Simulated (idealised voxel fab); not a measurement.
process module | voxel gate over fins
cross-section cut | 155 nm wide | cells 5 nm
A cross-section is a grid of square cells, given in bands from the top down. A band is one or more rows of cells.
Each band's line starts with the height of the band's top and of its bottom, in nm. Then come its materials from left to right, each with its width in nm. One material with "throughout" fills the band from edge to edge. "air" is empty space.
Height 0 is the level under which the wafer as received is all one material. The lowest band goes on downwards, as in "0 down".
A width such as "30 to 40" changes by the same amount from each row of cells to the next, from the band's top row to its bottom row.
"no change" after a step means that no cell of the cross-section changed.
closed voids: empty space of 8 cells or more with no open way to the top, each as width x height at its distance from the left edge, in nm
after a step's settings: what the simulator itself notes on the step
overlay nm, on a step with a mask: how far to the right of its planned place the mask lay; to the left if negative
Each pair below shows a cross-section before one step and the cross-section after it, down to the lowest band that changed. The line under each pair gives the step between them, with its settings. The pairs can come from different runs of this module on the same starting wafer, so a pair continues from the pair above only where its "before" says so.
before
  0 down: Si throughout
  closed voids: none
after
  5 to 0: SiN throughout
  below 0: unchanged
  closed voids: none
the step between: op CONFORMAL_DEP | material SiN | thk nm 5
before: the cross-section after the pair above
after
  5 to 0: air 20 | SiN 15 | air 35 | SiN 15 | air 35 | SiN 15 | air 20
  below 0: unchanged
  closed voids: none
the step between: op MASKED_ETCH | tone cover | mask id FINS | width nm 15 | pitch nm 50 | etch materials SiN | depth nm 5 | overlay nm 0
before: the cross-section after the pair above
after
  5 to 0: air 20 | SiN 15 | air 35 | SiN 15 | air 35 | SiN 15 | air 20
  0 to -30: air 20 | Si 15 | air 35 | Si 15 | air 35 | Si 15 | air 20
  below -30: unchanged
  closed voids: none
the step between: op MASKED_ETCH | tone cover | mask id FINS | width nm 15 | pitch nm 50 | etch materials Si | depth nm 30 | overlay nm 0
before: the cross-section after the pair above
after
  10 to 5: SiO2 throughout
  5 to 0: SiO2 20 | SiN 15 | SiO2 35 | SiN 15 | SiO2 35 | SiN 15 | SiO2 20
  0 to -30: SiO2 20 | Si 15 | SiO2 35 | Si 15 | SiO2 35 | Si 15 | SiO2 20
  below -30: unchanged
  closed voids: none
the step between: op FILL_DEP | material SiO2 | thk nm 5
before: the cross-section after the pair above
after
  5 to 0: SiO2 20 | SiN 15 | SiO2 35 | SiN 15 | SiO2 35 | SiN 15 | SiO2 20
  below 0: unchanged
  closed voids: none
the step between: op CMP | height nm 5
before: the cross-section after the pair above
after
  15 to 5: aC throughout
  below 5: unchanged
  closed voids: none
the step between: op DIRECTIONAL_DEP | material aC | thk nm 10
before: the cross-section after the pair above
after
  45 to 15: resist 45 | air 15 | resist 95
  below 15: unchanged
  closed voids: none
the step between: op PATTERN | tone open | mask id RAIL | material resist | width nm 15 | thk nm 30 | overlay nm 0
before: the cross-section after the pair above
after
  35 to 15: resist 45 | air 15 | resist 95
  15 to 5: aC 45 | air 15 | aC 95
  below 5: unchanged
  closed voids: none
the step between: op DIRECTIONAL_ETCH | etch materials aC | depth nm 10
before: the cross-section after the pair above
after
  15 to 5: aC 45 | air 15 | aC 95
  below 5: unchanged
  closed voids: none
the step between: op STRIP | etch materials resist
before: the cross-section after the pair above
after
  15 to 5: aC 45 | air 15 | aC 95
  5 to 0: SiO2 20 | SiN 15 | SiO2 10 | air 15 | SiO2 10 | SiN 15 | SiO2 35 | SiN 15 | SiO2 20
  0 to -25: SiO2 20 | Si 15 | SiO2 10 | air 15 | SiO2 10 | Si 15 | SiO2 35 | Si 15 | SiO2 20
  below -25: unchanged
  closed voids: none
the step between: op DIRECTIONAL_ETCH | etch materials SiO2 | depth nm 30
before: the cross-section after the pair above
after
  5 to 0: SiO2 20 | SiN 15 | SiO2 10 | air 15 | SiO2 10 | SiN 15 | SiO2 35 | SiN 15 | SiO2 20
  below 0: unchanged
  closed voids: none
the step between: op STRIP | etch materials aC
before: the cross-section after the pair above
after
  10 to 5: TiN 50 | air 5 | TiN 100
  5 to 0: SiO2 20 | SiN 15 | SiO2 10 | TiN 5 | air 5 | TiN 5 | SiO2 10 | SiN 15 | SiO2 35 | SiN 15 | SiO2 20
  0 to -20: SiO2 20 | Si 15 | SiO2 10 | TiN 5 | air 5 | TiN 5 | SiO2 10 | Si 15 | SiO2 35 | Si 15 | SiO2 20
  -20 to -25: SiO2 20 | Si 15 | SiO2 10 | TiN 15 | SiO2 10 | Si 15 | SiO2 35 | Si 15 | SiO2 20
  below -25: unchanged
  closed voids: none
the step between: op CONFORMAL_DEP | material TiN | thk nm 5
before: the cross-section after the pair above
after
  20 to 10: W throughout
  10 to 5: TiN 50 | W 5 | TiN 100
  5 to 0: SiO2 20 | SiN 15 | SiO2 10 | TiN 5 | W 5 | TiN 5 | SiO2 10 | SiN 15 | SiO2 35 | SiN 15 | SiO2 20
  0 to -20: SiO2 20 | Si 15 | SiO2 10 | TiN 5 | W 5 | TiN 5 | SiO2 10 | Si 15 | SiO2 35 | Si 15 | SiO2 20
  below -20: unchanged
  closed voids: none
the step between: op FILL_DEP | material W | thk nm 10
before: the cross-section after the pair above
after
  5 to 0: SiO2 20 | SiN 15 | SiO2 10 | TiN 5 | W 5 | TiN 5 | SiO2 10 | SiN 15 | SiO2 35 | SiN 15 | SiO2 20
  below 0: unchanged
  closed voids: none
the step between: op CMP | height nm 5
before: the cross-section after the pair above
after
  5 to 0: SiO2 20 | SiN 15 | SiO2 10 | air 15 | SiO2 10 | SiN 15 | SiO2 35 | SiN 15 | SiO2 20
  0 to -15: SiO2 20 | Si 15 | SiO2 10 | air 15 | SiO2 10 | Si 15 | SiO2 35 | Si 15 | SiO2 20
  below -15: unchanged
  closed voids: none
the step between: op SELECTIVE_ETCH | etch materials W Ru TiN | depth nm 20
before: the cross-section after the pair above
after
  10 to 5: SiO2 throughout
  5 to 0: SiO2 20 | SiN 15 | SiO2 35 | SiN 15 | SiO2 35 | SiN 15 | SiO2 20
  0 to -15: SiO2 20 | Si 15 | SiO2 35 | Si 15 | SiO2 35 | Si 15 | SiO2 20
  below -15: unchanged
  closed voids: none
the step between: op FILL_DEP | material SiO2 | thk nm 5
before: the cross-section after the pair above
after
  5 to 0: SiO2 20 | SiN 15 | SiO2 35 | SiN 15 | SiO2 35 | SiN 15 | SiO2 20
  below 0: unchanged
  closed voids: none
the step between: op CMP | height nm 5
before: the cross-section after the pair above
after
  5 to 0: air 20 | SiN 15 | air 35 | SiN 15 | air 35 | SiN 15 | air 20
  0 to -10: air 20 | Si 15 | air 35 | Si 15 | air 35 | Si 15 | air 20
  below -10: unchanged
  closed voids: none
the step between: op SELECTIVE_ETCH | etch materials SiO2 | depth nm 15
before: the cross-section after the pair above
after
  0 to -10: air 20 | Si 15 | air 35 | Si 15 | air 35 | Si 15 | air 20
  below -10: unchanged
  closed voids: none
the step between: op STRIP | etch materials SiN
before: the cross-section after the pair above
after
  5 to 0: air 15 | HfO2 25 | air 25 | HfO2 25 | air 25 | HfO2 25 | air 15
  0 to -5: air 15 | HfO2 5 | Si 15 | HfO2 5 | air 25 | HfO2 5 | Si 15 | HfO2 5 | air 25 | HfO2 5 | Si 15 | HfO2 5 | air 15
  -5 to -10: HfO2 20 | Si 15 | HfO2 35 | Si 15 | HfO2 35 | Si 15 | HfO2 20
  below -10: unchanged
  closed voids: none
the step between: op CONFORMAL_DEP | material HfO2 | thk nm 5
before: the cross-section after the pair above
after
  10 to 5: air 10 | TiN 35 | air 15 | TiN 35 | air 15 | TiN 35 | air 10
  5 to 0: air 10 | TiN 5 | HfO2 25 | TiN 5 | air 15 | TiN 5 | HfO2 25 | TiN 5 | air 15 | TiN 5 | HfO2 25 | TiN 5 | air 10
  0 to -5: TiN 15 | HfO2 5 | Si 15 | HfO2 5 | TiN 25 | HfO2 5 | Si 15 | HfO2 5 | TiN 25 | HfO2 5 | Si 15 | HfO2 5 | TiN 15
  below -5: unchanged
  closed voids: none
the step between: op CONFORMAL_DEP | material TiN | thk nm 5
before: the cross-section after the pair above
after
  20 to 10: W throughout
  10 to 5: W 10 | TiN 35 | W 15 | TiN 35 | W 15 | TiN 35 | W 10
  5 to 0: W 10 | TiN 5 | HfO2 25 | TiN 5 | W 15 | TiN 5 | HfO2 25 | TiN 5 | W 15 | TiN 5 | HfO2 25 | TiN 5 | W 10
  below 0: unchanged
  closed voids: none
the step between: op FILL_DEP | material W | thk nm 10
before: the cross-section after the pair above
after
  15 to 10: W throughout
  below 10: unchanged
  closed voids: none
the step between: op CMP | height nm 15
before: the cross-section after the pair above
after
  25 to 15: SiCN throughout
  below 15: unchanged
  closed voids: none
the step between: op CONFORMAL_DEP | material SiCN | thk nm 10
before
  0 to -10: air 20 | Si 15 | air 35 | Si 15 | air 35 | Si 15 | air 20
  -10 to -15: SiO2 20 | Si 15 | SiO2 35 | Si 15 | SiO2 35 | Si 15 | SiO2 20
  -15 to -20: SiO2 20 | Si 15 | SiO2 10 | TiN 5 | W 5 | TiN 5 | SiO2 10 | Si 15 | SiO2 35 | Si 15 | SiO2 20
  -20 to -25: SiO2 20 | Si 15 | SiO2 10 | TiN 15 | SiO2 10 | Si 15 | SiO2 35 | Si 15 | SiO2 20
  -25 to -30: SiO2 20 | Si 15 | SiO2 35 | Si 15 | SiO2 35 | Si 15 | SiO2 20
  -30 down: Si throughout
  closed voids: none
after
  5 to 0: air 15 | TiN 25 | air 25 | TiN 25 | air 25 | TiN 25 | air 15
  0 to -5: air 15 | TiN 5 | Si 15 | TiN 5 | air 25 | TiN 5 | Si 15 | TiN 5 | air 25 | TiN 5 | Si 15 | TiN 5 | air 15
  -5 to -10: TiN 20 | Si 15 | TiN 35 | Si 15 | TiN 35 | Si 15 | TiN 20
  below -10: unchanged
  closed voids: none
the step between: op CONFORMAL_DEP | material TiN | thk nm 5
before: the cross-section after the pair above
after
  15 to 5: W throughout
  5 to 0: W 15 | TiN 25 | W 25 | TiN 25 | W 25 | TiN 25 | W 15
  0 to -5: W 15 | TiN 5 | Si 15 | TiN 5 | W 25 | TiN 5 | Si 15 | TiN 5 | W 25 | TiN 5 | Si 15 | TiN 5 | W 15
  below -5: unchanged
  closed voids: none
the step between: op FILL_DEP | material W | thk nm 10
before: the cross-section after the pair above
after
  25 to 15: SiCN throughout
  below 15: unchanged
  closed voids: none
the step between: op CONFORMAL_DEP | material SiCN | thk nm 10
before
  5 to 0: air 20 | SiN 15 | air 35 | SiN 15 | air 35 | SiN 15 | air 20
  0 to -10: air 20 | Si 15 | air 35 | Si 15 | air 35 | Si 15 | air 20
  -10 to -15: SiO2 20 | Si 15 | SiO2 35 | Si 15 | SiO2 35 | Si 15 | SiO2 20
  -15 to -20: SiO2 20 | Si 15 | SiO2 10 | TiN 5 | W 5 | TiN 5 | SiO2 10 | Si 15 | SiO2 35 | Si 15 | SiO2 20
  -20 to -25: SiO2 20 | Si 15 | SiO2 10 | TiN 15 | SiO2 10 | Si 15 | SiO2 35 | Si 15 | SiO2 20
  -25 to -30: SiO2 20 | Si 15 | SiO2 35 | Si 15 | SiO2 35 | Si 15 | SiO2 20
  -30 down: Si throughout
  closed voids: none
after
  5 to 0: air 20 | SiN 15 | air 35 | SiN 15 | air 35 | SiN 15 | air 20
  0 to -15: air 20 | Si 15 | air 35 | Si 15 | air 35 | Si 15 | air 20
  -15 to -20: air 20 | Si 15 | air 10 | TiN 5 | W 5 | TiN 5 | air 10 | Si 15 | air 35 | Si 15 | air 20
  -20 to -25: air 20 | Si 15 | air 10 | TiN 15 | air 10 | Si 15 | air 35 | Si 15 | air 20
  below -25: unchanged
  closed voids: none
the step between: op SELECTIVE_ETCH | etch materials SiO2 | depth nm 15
before: the cross-section after the pair above
after
  0 to -15: air 20 | Si 15 | air 35 | Si 15 | air 35 | Si 15 | air 20
  below -15: unchanged
  closed voids: none
the step between: op STRIP | etch materials SiN
before: the cross-section after the pair above
after
  5 to 0: air 15 | HfO2 25 | air 25 | HfO2 25 | air 25 | HfO2 25 | air 15
  0 to -10: air 15 | HfO2 5 | Si 15 | HfO2 5 | air 25 | HfO2 5 | Si 15 | HfO2 5 | air 25 | HfO2 5 | Si 15 | HfO2 5 | air 15
  -10 to -15: air 15 | HfO2 5 | Si 15 | HfO2 35 | Si 15 | HfO2 5 | air 25 | HfO2 5 | Si 15 | HfO2 5 | air 15
  -15 to -20: air 15 | HfO2 5 | Si 15 | HfO2 10 | TiN 5 | W 5 | TiN 5 | HfO2 10 | Si 15 | HfO2 5 | air 25 | HfO2 5 | Si 15 | HfO2 5 | air 15
  -20 to -25: HfO2 20 | Si 15 | HfO2 10 | TiN 15 | HfO2 10 | Si 15 | HfO2 35 | Si 15 | HfO2 20
  below -25: unchanged
  closed voids: none
the step between: op CONFORMAL_DEP | material HfO2 | thk nm 5
before: the cross-section after the pair above
after
  10 to 5: air 10 | TiN 35 | air 15 | TiN 35 | air 15 | TiN 35 | air 10
  5 to 0: air 10 | TiN 5 | HfO2 25 | TiN 5 | air 15 | TiN 5 | HfO2 25 | TiN 5 | air 15 | TiN 5 | HfO2 25 | TiN 5 | air 10
  0 to -5: air 10 | TiN 5 | HfO2 5 | Si 15 | HfO2 5 | TiN 5 | air 15 | TiN 5 | HfO2 5 | Si 15 | HfO2 5 | TiN 5 | air 15 | TiN 5 | HfO2 5 | Si 15 | HfO2 5 | TiN 5 | air 10
  -5 to -10: air 10 | TiN 5 | HfO2 5 | Si 15 | HfO2 5 | TiN 25 | HfO2 5 | Si 15 | HfO2 5 | TiN 5 | air 15 | TiN 5 | HfO2 5 | Si 15 | HfO2 5 | TiN 5 | air 10
  -10 to -15: air 10 | TiN 5 | HfO2 5 | Si 15 | HfO2 35 | Si 15 | HfO2 5 | TiN 5 | air 15 | TiN 5 | HfO2 5 | Si 15 | HfO2 5 | TiN 5 | air 10
  -15 to -20: TiN 15 | HfO2 5 | Si 15 | HfO2 10 | TiN 5 | W 5 | TiN 5 | HfO2 10 | Si 15 | HfO2 5 | TiN 25 | HfO2 5 | Si 15 | HfO2 5 | TiN 15
  below -20: unchanged
  closed voids: none
the step between: op CONFORMAL_DEP | material TiN | thk nm 5
before: the cross-section after the pair above
after
  20 to 10: W throughout
  10 to 5: W 10 | TiN 35 | W 15 | TiN 35 | W 15 | TiN 35 | W 10
  5 to 0: W 10 | TiN 5 | HfO2 25 | TiN 5 | W 15 | TiN 5 | HfO2 25 | TiN 5 | W 15 | TiN 5 | HfO2 25 | TiN 5 | W 10
  0 to -5: W 10 | TiN 5 | HfO2 5 | Si 15 | HfO2 5 | TiN 5 | W 15 | TiN 5 | HfO2 5 | Si 15 | HfO2 5 | TiN 5 | W 15 | TiN 5 | HfO2 5 | Si 15 | HfO2 5 | TiN 5 | W 10
  -5 to -10: W 10 | TiN 5 | HfO2 5 | Si 15 | HfO2 5 | TiN 25 | HfO2 5 | Si 15 | HfO2 5 | TiN 5 | W 15 | TiN 5 | HfO2 5 | Si 15 | HfO2 5 | TiN 5 | W 10
  -10 to -15: W 10 | TiN 5 | HfO2 5 | Si 15 | HfO2 35 | Si 15 | HfO2 5 | TiN 5 | W 15 | TiN 5 | HfO2 5 | Si 15 | HfO2 5 | TiN 5 | W 10
  below -15: unchanged
  closed voids: none
the step between: op FILL_DEP | material W | thk nm 10
before: the cross-section after the pair above
after
  15 to 10: W throughout
  below 10: unchanged
  closed voids: none
the step between: op CMP | height nm 15
before: the cross-section after the pair above
after
  25 to 15: SiCN throughout
  below 15: unchanged
  closed voids: none
the step between: op CONFORMAL_DEP | material SiCN | thk nm 10
before
  5 to 0: SiO2 20 | SiN 15 | SiO2 35 | SiN 15 | SiO2 35 | SiN 15 | SiO2 20
  0 to -15: SiO2 20 | Si 15 | SiO2 35 | Si 15 | SiO2 35 | Si 15 | SiO2 20
  -15 to -20: SiO2 20 | Si 15 | SiO2 10 | TiN 5 | W 5 | TiN 5 | SiO2 10 | Si 15 | SiO2 35 | Si 15 | SiO2 20
  -20 to -25: SiO2 20 | Si 15 | SiO2 10 | TiN 15 | SiO2 10 | Si 15 | SiO2 35 | Si 15 | SiO2 20
  -25 to -30: SiO2 20 | Si 15 | SiO2 35 | Si 15 | SiO2 35 | Si 15 | SiO2 20
  -30 down: Si throughout
  closed voids: none
after
  5 to 0: SiO2 20 | air 15 | SiO2 35 | air 15 | SiO2 35 | air 15 | SiO2 20
  below 0: unchanged
  closed voids: none
the step between: op STRIP | etch materials SiN
before: the cross-section after the pair above
after
  0 to -10: air 20 | Si 15 | air 35 | Si 15 | air 35 | Si 15 | air 20
  -10 to -15: SiO2 5 | air 15 | Si 15 | air 15 | SiO2 5 | air 15 | Si 15 | air 15 | SiO2 5 | air 15 | Si 15 | air 15 | SiO2 5
  below -15: unchanged
  closed voids: none
the step between: op SELECTIVE_ETCH | etch materials SiO2 | depth nm 15
before: the cross-section after the pair above
after
  5 to 0: air 15 | HfO2 25 | air 25 | HfO2 25 | air 25 | HfO2 25 | air 15
  0 to -5: air 15 | HfO2 5 | Si 15 | HfO2 5 | air 25 | HfO2 5 | Si 15 | HfO2 5 | air 25 | HfO2 5 | Si 15 | HfO2 5 | air 15
  -5 to -10: HfO2 10 | air 5 | HfO2 5 | Si 15 | HfO2 5 | air 5 | HfO2 15 | air 5 | HfO2 5 | Si 15 | HfO2 5 | air 5 | HfO2 15 | air 5 | HfO2 5 | Si 15 | HfO2 5 | air 5 | HfO2 10
  -10 to -15: SiO2 5 | HfO2 15 | Si 15 | HfO2 15 | SiO2 5 | HfO2 15 | Si 15 | HfO2 15 | SiO2 5 | HfO2 15 | Si 15 | HfO2 15 | SiO2 5
  below -15: unchanged
  closed voids: none
the step between: op CONFORMAL_DEP | material HfO2 | thk nm 5
before: the cross-section after the pair above
after
  10 to 5: air 10 | TiN 35 | air 15 | TiN 35 | air 15 | TiN 35 | air 10
  5 to 0: air 10 | TiN 5 | HfO2 25 | TiN 5 | air 15 | TiN 5 | HfO2 25 | TiN 5 | air 15 | TiN 5 | HfO2 25 | TiN 5 | air 10
  0 to -5: TiN 15 | HfO2 5 | Si 15 | HfO2 5 | TiN 25 | HfO2 5 | Si 15 | HfO2 5 | TiN 25 | HfO2 5 | Si 15 | HfO2 5 | TiN 15
  -5 to -10: HfO2 10 | TiN 5 | HfO2 5 | Si 15 | HfO2 5 | TiN 5 | HfO2 15 | TiN 5 | HfO2 5 | Si 15 | HfO2 5 | TiN 5 | HfO2 15 | TiN 5 | HfO2 5 | Si 15 | HfO2 5 | TiN 5 | HfO2 10
  below -10: unchanged
  closed voids: none
the step between: op CONFORMAL_DEP | material TiN | thk nm 5
before: the cross-section after the pair above
after
  20 to 10: W throughout
  10 to 5: W 10 | TiN 35 | W 15 | TiN 35 | W 15 | TiN 35 | W 10
  5 to 0: W 10 | TiN 5 | HfO2 25 | TiN 5 | W 15 | TiN 5 | HfO2 25 | TiN 5 | W 15 | TiN 5 | HfO2 25 | TiN 5 | W 10
  below 0: unchanged
  closed voids: none
the step between: op FILL_DEP | material W | thk nm 10
before: the cross-section after the pair above
after
  15 to 10: W throughout
  below 10: unchanged
  closed voids: none
the step between: op CMP | height nm 15
before: the cross-section after the pair above
after
  25 to 15: SiCN throughout
  below 15: unchanged
  closed voids: none
the step between: op CONFORMAL_DEP | material SiCN | thk nm 10
before
  5 to 0: air 20 | SiN 15 | air 35 | SiN 15 | air 35 | SiN 15 | air 20
  0 down: Si throughout
  closed voids: none
after
  5 to 0: air 20 | SiN 15 | air 35 | SiN 15 | air 35 | SiN 15 | air 20
  0 to -20: air 20 | Si 15 | air 35 | Si 15 | air 35 | Si 15 | air 20
  below -20: unchanged
  closed voids: none
the step between: op MASKED_ETCH | tone cover | mask id FINS | width nm 15 | pitch nm 50 | etch materials Si | depth nm 20 | overlay nm 0
before: the cross-section after the pair above
after
  10 to 5: SiO2 throughout
  5 to 0: SiO2 20 | SiN 15 | SiO2 35 | SiN 15 | SiO2 35 | SiN 15 | SiO2 20
  0 to -20: SiO2 20 | Si 15 | SiO2 35 | Si 15 | SiO2 35 | Si 15 | SiO2 20
  below -20: unchanged
  closed voids: none
the step between: op FILL_DEP | material SiO2 | thk nm 5
before: the cross-section after the pair above
after
  5 to 0: SiO2 20 | SiN 15 | SiO2 35 | SiN 15 | SiO2 35 | SiN 15 | SiO2 20
  below 0: unchanged
  closed voids: none
the step between: op CMP | height nm 5
before: the cross-section after the pair above
after
  15 to 5: aC throughout
  below 5: unchanged
  closed voids: none
the step between: op DIRECTIONAL_DEP | material aC | thk nm 10
before: the cross-section after the pair above
after
  45 to 15: resist 45 | air 15 | resist 95
  below 15: unchanged
  closed voids: none
the step between: op PATTERN | tone open | mask id RAIL | material resist | width nm 15 | thk nm 30 | overlay nm 0
before: the cross-section after the pair above
after
  35 to 15: resist 45 | air 15 | resist 95
  15 to 5: aC 45 | air 15 | aC 95
  below 5: unchanged
  closed voids: none
the step between: op DIRECTIONAL_ETCH | etch materials aC | depth nm 10
before: the cross-section after the pair above
after
  15 to 5: aC 45 | air 15 | aC 95
  below 5: unchanged
  closed voids: none
the step between: op STRIP | etch materials resist
before: the cross-section after the pair above
after
  15 to 5: aC 45 | air 15 | aC 95
  5 to 0: SiO2 20 | SiN 15 | SiO2 10 | air 15 | SiO2 10 | SiN 15 | SiO2 35 | SiN 15 | SiO2 20
  0 to -20: SiO2 20 | Si 15 | SiO2 10 | air 15 | SiO2 10 | Si 15 | SiO2 35 | Si 15 | SiO2 20
  below -20: unchanged
  closed voids: none
the step between: op DIRECTIONAL_ETCH | etch materials SiO2 | depth nm 30
before: the cross-section after the pair above
after
  5 to 0: SiO2 20 | SiN 15 | SiO2 10 | air 15 | SiO2 10 | SiN 15 | SiO2 35 | SiN 15 | SiO2 20
  below 0: unchanged
  closed voids: none
the step between: op STRIP | etch materials aC
before: the cross-section after the pair above
after
  10 to 5: TiN 50 | air 5 | TiN 100
  5 to 0: SiO2 20 | SiN 15 | SiO2 10 | TiN 5 | air 5 | TiN 5 | SiO2 10 | SiN 15 | SiO2 35 | SiN 15 | SiO2 20
  0 to -15: SiO2 20 | Si 15 | SiO2 10 | TiN 5 | air 5 | TiN 5 | SiO2 10 | Si 15 | SiO2 35 | Si 15 | SiO2 20
  -15 to -20: SiO2 20 | Si 15 | SiO2 10 | TiN 15 | SiO2 10 | Si 15 | SiO2 35 | Si 15 | SiO2 20
  below -20: unchanged
  closed voids: none
the step between: op CONFORMAL_DEP | material TiN | thk nm 5
before: the cross-section after the pair above
after
  20 to 10: W throughout
  10 to 5: TiN 50 | W 5 | TiN 100
  5 to 0: SiO2 20 | SiN 15 | SiO2 10 | TiN 5 | W 5 | TiN 5 | SiO2 10 | SiN 15 | SiO2 35 | SiN 15 | SiO2 20
  0 to -15: SiO2 20 | Si 15 | SiO2 10 | TiN 5 | W 5 | TiN 5 | SiO2 10 | Si 15 | SiO2 35 | Si 15 | SiO2 20
  below -15: unchanged
  closed voids: none
the step between: op FILL_DEP | material W | thk nm 10
before: the cross-section after the pair above
after
  5 to 0: SiO2 20 | SiN 15 | SiO2 10 | TiN 5 | W 5 | TiN 5 | SiO2 10 | SiN 15 | SiO2 35 | SiN 15 | SiO2 20
  below 0: unchanged
  closed voids: none
the step between: op CMP | height nm 5
before: the cross-section after the pair above
after
  5 to 0: SiO2 20 | SiN 15 | SiO2 10 | air 15 | SiO2 10 | SiN 15 | SiO2 35 | SiN 15 | SiO2 20
  0 to -15: SiO2 20 | Si 15 | SiO2 10 | air 15 | SiO2 10 | Si 15 | SiO2 35 | Si 15 | SiO2 20
  below -15: unchanged
  closed voids: none
the step between: op SELECTIVE_ETCH | etch materials W Ru TiN | depth nm 20
before: the cross-section after the pair above
after
  10 to 5: SiO2 throughout
  5 to 0: SiO2 20 | SiN 15 | SiO2 35 | SiN 15 | SiO2 35 | SiN 15 | SiO2 20
  0 to -15: SiO2 20 | Si 15 | SiO2 35 | Si 15 | SiO2 35 | Si 15 | SiO2 20
  below -15: unchanged
  closed voids: none
the step between: op FILL_DEP | material SiO2 | thk nm 5
before: the cross-section after the pair above
after
  5 to 0: SiO2 20 | SiN 15 | SiO2 35 | SiN 15 | SiO2 35 | SiN 15 | SiO2 20
  below 0: unchanged
  closed voids: none
the step between: op CMP | height nm 5
before: the cross-section after the pair above
after
  5 to 0: air 20 | SiN 15 | air 35 | SiN 15 | air 35 | SiN 15 | air 20
  0 to -10: air 20 | Si 15 | air 35 | Si 15 | air 35 | Si 15 | air 20
  below -10: unchanged
  closed voids: none
the step between: op SELECTIVE_ETCH | etch materials SiO2 | depth nm 15
before: the cross-section after the pair above
after
  0 to -10: air 20 | Si 15 | air 35 | Si 15 | air 35 | Si 15 | air 20
  below -10: unchanged
  closed voids: none
the step between: op STRIP | etch materials SiN
before: the cross-section after the pair above
after
  5 to 0: air 15 | HfO2 25 | air 25 | HfO2 25 | air 25 | HfO2 25 | air 15
  0 to -5: air 15 | HfO2 5 | Si 15 | HfO2 5 | air 25 | HfO2 5 | Si 15 | HfO2 5 | air 25 | HfO2 5 | Si 15 | HfO2 5 | air 15
  -5 to -10: HfO2 20 | Si 15 | HfO2 35 | Si 15 | HfO2 35 | Si 15 | HfO2 20
  below -10: unchanged
  closed voids: none
the step between: op CONFORMAL_DEP | material HfO2 | thk nm 5
before: the cross-section after the pair above
after
  10 to 5: air 10 | TiN 35 | air 15 | TiN 35 | air 15 | TiN 35 | air 10
  5 to 0: air 10 | TiN 5 | HfO2 25 | TiN 5 | air 15 | TiN 5 | HfO2 25 | TiN 5 | air 15 | TiN 5 | HfO2 25 | TiN 5 | air 10
  0 to -5: TiN 15 | HfO2 5 | Si 15 | HfO2 5 | TiN 25 | HfO2 5 | Si 15 | HfO2 5 | TiN 25 | HfO2 5 | Si 15 | HfO2 5 | TiN 15
  below -5: unchanged
  closed voids: none
the step between: op CONFORMAL_DEP | material TiN | thk nm 5
before: the cross-section after the pair above
after
  20 to 10: W throughout
  10 to 5: W 10 | TiN 35 | W 15 | TiN 35 | W 15 | TiN 35 | W 10
  5 to 0: W 10 | TiN 5 | HfO2 25 | TiN 5 | W 15 | TiN 5 | HfO2 25 | TiN 5 | W 15 | TiN 5 | HfO2 25 | TiN 5 | W 10
  below 0: unchanged
  closed voids: none
the step between: op FILL_DEP | material W | thk nm 10
before: the cross-section after the pair above
after
  15 to 10: W throughout
  below 10: unchanged
  closed voids: none
the step between: op CMP | height nm 15
before: the cross-section after the pair above
after
  25 to 15: SiCN throughout
  below 15: unchanged
  closed voids: none
the step between: op CONFORMAL_DEP | material SiCN | thk nm 10
before
  15 to 5: aC throughout
  5 to 0: SiO2 20 | SiN 15 | SiO2 35 | SiN 15 | SiO2 35 | SiN 15 | SiO2 20
  0 to -30: SiO2 20 | Si 15 | SiO2 35 | Si 15 | SiO2 35 | Si 15 | SiO2 20
  -30 down: Si throughout
  closed voids: none
after
  45 to 15: resist 40 | air 25 | resist 90
  below 15: unchanged
  closed voids: none
the step between: op PATTERN | tone open | mask id RAIL | material resist | width nm 25 | thk nm 30 | overlay nm 0
before: the cross-section after the pair above
after
  35 to 15: resist 40 | air 25 | resist 90
  15 to 5: aC 40 | air 25 | aC 90
  below 5: unchanged
  closed voids: none
the step between: op DIRECTIONAL_ETCH | etch materials aC | depth nm 10
before: the cross-section after the pair above
after
  15 to 5: aC 40 | air 25 | aC 90
  below 5: unchanged
  closed voids: none
the step between: op STRIP | etch materials resist
before: the cross-section after the pair above
after
  15 to 5: aC 40 | air 25 | aC 90
  5 to 0: SiO2 20 | SiN 15 | SiO2 5 | air 25 | SiO2 5 | SiN 15 | SiO2 35 | SiN 15 | SiO2 20
  0 to -25: SiO2 20 | Si 15 | SiO2 5 | air 25 | SiO2 5 | Si 15 | SiO2 35 | Si 15 | SiO2 20
  below -25: unchanged
  closed voids: none
the step between: op DIRECTIONAL_ETCH | etch materials SiO2 | depth nm 30
before: the cross-section after the pair above
after
  5 to 0: SiO2 20 | SiN 15 | SiO2 5 | air 25 | SiO2 5 | SiN 15 | SiO2 35 | SiN 15 | SiO2 20
  below 0: unchanged
  closed voids: none
the step between: op STRIP | etch materials aC
before: the cross-section after the pair above
after
  10 to 5: TiN 45 | air 15 | TiN 95
  5 to 0: SiO2 20 | SiN 15 | SiO2 5 | TiN 5 | air 15 | TiN 5 | SiO2 5 | SiN 15 | SiO2 35 | SiN 15 | SiO2 20
  0 to -20: SiO2 20 | Si 15 | SiO2 5 | TiN 5 | air 15 | TiN 5 | SiO2 5 | Si 15 | SiO2 35 | Si 15 | SiO2 20
  -20 to -25: SiO2 20 | Si 15 | SiO2 5 | TiN 25 | SiO2 5 | Si 15 | SiO2 35 | Si 15 | SiO2 20
  below -25: unchanged
  closed voids: none
the step between: op CONFORMAL_DEP | material TiN | thk nm 5
before: the cross-section after the pair above
after
  20 to 10: W throughout
  10 to 5: TiN 45 | W 15 | TiN 95
  5 to 0: SiO2 20 | SiN 15 | SiO2 5 | TiN 5 | W 15 | TiN 5 | SiO2 5 | SiN 15 | SiO2 35 | SiN 15 | SiO2 20
  0 to -20: SiO2 20 | Si 15 | SiO2 5 | TiN 5 | W 15 | TiN 5 | SiO2 5 | Si 15 | SiO2 35 | Si 15 | SiO2 20
  below -20: unchanged
  closed voids: none
the step between: op FILL_DEP | material W | thk nm 10
before: the cross-section after the pair above
after
  5 to 0: SiO2 20 | SiN 15 | SiO2 5 | TiN 5 | W 15 | TiN 5 | SiO2 5 | SiN 15 | SiO2 35 | SiN 15 | SiO2 20
  below 0: unchanged
  closed voids: none
the step between: op CMP | height nm 5
before: the cross-section after the pair above
after
  5 to 0: SiO2 20 | SiN 15 | SiO2 5 | air 25 | SiO2 5 | SiN 15 | SiO2 35 | SiN 15 | SiO2 20
  0 to -15: SiO2 20 | Si 15 | SiO2 5 | air 25 | SiO2 5 | Si 15 | SiO2 35 | Si 15 | SiO2 20
  below -15: unchanged
  closed voids: none
the step between: op SELECTIVE_ETCH | etch materials W Ru TiN | depth nm 20
before: the cross-section after the pair above
after
  10 to 5: SiO2 throughout
  5 to 0: SiO2 20 | SiN 15 | SiO2 35 | SiN 15 | SiO2 35 | SiN 15 | SiO2 20
  0 to -15: SiO2 20 | Si 15 | SiO2 35 | Si 15 | SiO2 35 | Si 15 | SiO2 20
  below -15: unchanged
  closed voids: none
the step between: op FILL_DEP | material SiO2 | thk nm 5
